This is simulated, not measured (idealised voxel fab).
Module name: voxel trench capacitor (process module)
The cross-section shown here is cut; it is 160 nm wide and divided into square cells measuring 5 nm on a side.
How to read a cross-section here: the picture is a grid of square cells, written as bands going from the top down, and any band can span one or more rows of cells.
Look at the band entry: it leads with the top's height and the bottom's height in nm. Then it lists the materials left to right, with a width in nm for each. The word "full width" on a single material says that material fills the band edge to edge. The word "air" is empty space.
We count height from 0. Below that, the starting wafer is all one material. The lowest band never ends at the bottom but goes on down; see "0..down" for how that is written.
Width spec "30->40" -> top row of cells at first value, bottom row at second value, equal per-row change in between.
You'll sometimes find "no change" written for a step, and that's the way of saying that nowhere in the cross-section did a cell change during that step.
"Sealed voids" lists enclosed empty spaces (at least 8 cells, no open path upward to the top), each as width x height at distance from the left edge, in nm.
Step line, after settings: the simulator's comment on this step.
"overlay nm" denotes, for a step that has a mask, the displacement of the mask to the right of its planned place, with negative values corresponding to the left.

PLANNED STEP LIST FOR THE PROCESS
1,RECEIVE (material Si)
2,CONFORMAL_DEP (material SiN; thk nm 10)
3,PATTERN (tone open; mask id TRENCH; material resist; width nm 25; pitch nm 40; thk nm 20; overlay nm 0)
4,DIRECTIONAL_ETCH (etch materials SiN; depth nm 10)
5,DIRECTIONAL_ETCH (etch materials Si; depth nm 35)
6,STRIP (etch materials resist)
7,CONFORMAL_DEP (material Al2O3; thk nm 5)
8,FILL_DEP (material polySi; thk nm 10)
9,CMP (height nm 10)

CROSS-SECTION OF THE WAFER UPON ARRIVAL, REPRESENTING THE STATE REACHED AFTER STEP 1
    0..down | Si full width
    Sealed voids: none

ONE MISTAKE IN RUNNING THE MODULE, OTHERWISE START AND PLAN AS ABOVE: CROSS-SECTION AT THE END
    10..0 | SiN: 45, Al2O3: 5, SiN: 15, Al2O3: 5, SiN: 15, Al2O3: 5, SiN: 15, Al2O3: 5, SiN: 50
    0..-30 | Si: 45, Al2O3: 5, SiN: 15, Al2O3: 5, Si: 15, Al2O3: 5, SiN: 15, Al2O3: 5, Si: 50
    -30..-35 | Si: 45, Al2O3: 25, Si: 15, Al2O3: 25, Si: 50
    -35..down | Si full width
    Sealed voids: none
Finding, execution versus plan: step 8: run off-plan, actual operation and settings FILL_DEP (material SiN; thk nm 10)
